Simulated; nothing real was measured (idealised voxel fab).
This section sets out a process module, namely voxel transistor to metal.
We display cut, a cross-section 180 nm in width whose square cells are each 5 nm.
The cross-sections in this document take the form of a grid made of square cells. They are written out as bands, in order from top to bottom. Each band consists of one or more rows of cells. A band entry consists of two parts. The first gives the height of the band's top and the height of its bottom, in nm. The rest lists the band's materials from left to right, each with its width in nm. A single material labelled with the word "full width" fills the band from edge to edge, and the word "empty" marks empty space. Zero point of the height axis is 0; under it, received wafer = one material. Lowest band: continues down indefinitely, "0 -> down". With a width like "30->40", each row of cells in the band differs from the next by the same amount, the top row carrying the first number and the bottom row the second. When a step is marked "no alteration", none of the cells in the cross-section changed during that step. Each empty space that has no open way to the top and spans at least 8 cells appears under "Voids, fully enclosed" as width x height at distance, the distance counted from the left edge, all in nm. Whatever follows a step's settings on its line is a remark the simulator itself makes about that step. When a step includes a mask, the "overlay nm" setting on its line states how far to the right of its planned place that mask lay, and negative values state how far to the left.

## Below is the list of planned process steps
1. op RECEIVE | material Si
2. op CONFORMAL_DEP | material SiO2 | thk nm 5
3. op CONFORMAL_DEP | material SiN | thk nm 10
4. op DIRECTIONAL_DEP | material aC | thk nm 15
5. op PATTERN | tone cover | mask id ACTIVE | material resist | width nm 115 | thk nm 35 | overlay nm 0
6. op DIRECTIONAL_ETCH | etch materials aC | depth nm 15
7. op STRIP | etch materials resist
8. op DIRECTIONAL_ETCH | etch materials SiN | depth nm 10
9. op DIRECTIONAL_ETCH | etch materials SiO2 | depth nm 5
10. op DIRECTIONAL_ETCH | etch materials Si | depth nm 20
11. op STRIP | etch materials aC
12. op OXIDIZE | depth nm 5
13. op FILL_DEP | material SiO2 | thk nm 15
14. op CMP | height nm 15
15. op SELECTIVE_ETCH | etch materials SiO2 | depth nm 5
16. op STRIP | etch materials SiN
17. op SELECTIVE_ETCH | etch materials SiO2 | depth nm 5
18. op OXIDIZE | depth nm 5
19. op DIRECTIONAL_DEP | material polySi | thk nm 30
20. op DIRECTIONAL_DEP | material SiCN | thk nm 10
21. op MASKED_ETCH | tone cover | mask id GATE | width nm 25 | etch materials SiCN | depth nm 20 | overlay nm 0
22. op MASKED_ETCH | tone cover | mask id GATE | width nm 25 | etch materials polySi | depth nm 40 | overlay nm 0
23. op CONFORMAL_DEP | material SiN | thk nm 5
24. op DIRECTIONAL_ETCH | etch materials SiN | depth nm 5
25. op DIRECTIONAL_ETCH | etch materials SiO2 | depth nm 5
26. op DIRECTIONAL_ETCH | etch materials Si | depth nm 15
27. op EPI | material nSi | thk nm 15
28. op FILL_DEP | material SiO2 | thk nm 5
29. op CMP | height nm 30
30. op STRIP | etch materials polySi
31. op SELECTIVE_ETCH | etch materials SiO2 | depth nm 5
32. op CONFORMAL_DEP | material HfO2 | thk nm 5
33. op CONFORMAL_DEP | material TiN | thk nm 5
34. op FILL_DEP | material W | thk nm 10
35. op CMP | height nm 25
36. op DIRECTIONAL_DEP | material SiO2 | thk nm 10
37. op MASKED_ETCH | tone open | mask id CONTACT | width nm 15 | pitch nm 80 | etch materials SiO2 | depth nm 40 | overlay nm 0
38. op CONFORMAL_DEP | material TiN | thk nm 5
39. op FILL_DEP | material W | thk nm 5
40. op CMP | height nm 35
41. op DIRECTIONAL_DEP | material TiN | thk nm 5
42. op DIRECTIONAL_DEP | material Ru | thk nm 20
43. op MASKED_ETCH | tone cover | mask id METAL_1 | width nm 15 | pitch nm 80 | etch materials Ru | depth nm 20 | overlay nm 0
44. op MASKED_ETCH | tone cover | mask id METAL_1 | width nm 15 | pitch nm 80 | etch materials TiN | depth nm 5 | overlay nm 0
45. op CONFORMAL_DEP | material SiN | thk nm 5
46. op FILL_DEP | material SiO2 | thk nm 10
47. op CMP | height nm 60
48. op CONFORMAL_DEP | material SiCN | thk nm 5

## Cross-section of the incoming wafer, state after step 1
- 0 -> down | Si full width
- Voids, fully enclosed: none

## The cross-section shown corresponds to the wafer at the conclusion of the module. The initial structure and the process plan are those presented above; however, one mistake occurred in executing the plan
- 75 -> 70 | SiCN full width
- 70 -> 65 | SiO2 full width
- 65 -> 60 | SiO2 35 nm / SiN 25 nm / SiO2 55 nm / SiN 25 nm / SiO2 40 nm
- 60 -> 40 | SiO2 35 nm / SiN 5 nm / Ru 15 nm / SiN 5 nm / SiO2 55 nm / SiN 5 nm / Ru 15 nm / SiN 5 nm / SiO2 40 nm
- 40 -> 35 | SiN 40 nm / TiN 15 nm / SiN 65 nm / TiN 15 nm / SiN 45 nm
- 35 -> 25 | SiO2 40 nm / TiN 5 nm / W 5 nm / TiN 5 nm / SiO2 65 nm / TiN 5 nm / W 5 nm / TiN 5 nm / SiO2 45 nm
- 25 -> 10 | SiO2 40 nm / TiN 5 nm / W 5 nm / TiN 5 nm / SiO2 15 nm / SiN 5 nm / HfO2 5 nm / TiN 5 nm / W 5 nm / TiN 5 nm / HfO2 5 nm / SiN 5 nm / SiO2 15 nm / TiN 5 nm / W 5 nm / TiN 5 nm / SiO2 45 nm
- 10 -> 5 | SiO2 40 nm / TiN 5 nm / W 5 nm / TiN 5 nm / nSi 15 nm / SiN 5 nm / HfO2 5 nm / TiN 5 nm / W 5 nm / TiN 5 nm / HfO2 5 nm / SiN 5 nm / nSi 15 nm / TiN 5 nm / W 5 nm / TiN 5 nm / SiO2 45 nm
- 5 -> 0 | SiO2 25 nm / SiN 5 nm / SiO2 10 nm / TiN 5 nm / W 5 nm / TiN 5 nm / nSi 15 nm / SiN 5 nm / HfO2 5 nm / TiN 15 nm / HfO2 5 nm / SiN 5 nm / nSi 15 nm / TiN 5 nm / W 5 nm / TiN 5 nm / SiO2 10 nm / SiN 5 nm / SiO2 30 nm
- 0 -> -5 | SiO2 40 nm / TiN 15 nm / nSi 15 nm / HfO2 35 nm / nSi 15 nm / TiN 15 nm / SiO2 45 nm
- -5 -> -20 | SiO2 35 nm / nSi 35 nm / Si 35 nm / nSi 35 nm / SiO2 40 nm
- -20 -> -25 | SiO2 35 nm / Si 105 nm / SiO2 40 nm
- -25 -> down | Si full width
- Voids, fully enclosed: none
Short version of what went wrong: step 47 was processed under conditions differing from the plan, specifically as op CMP | height nm 70
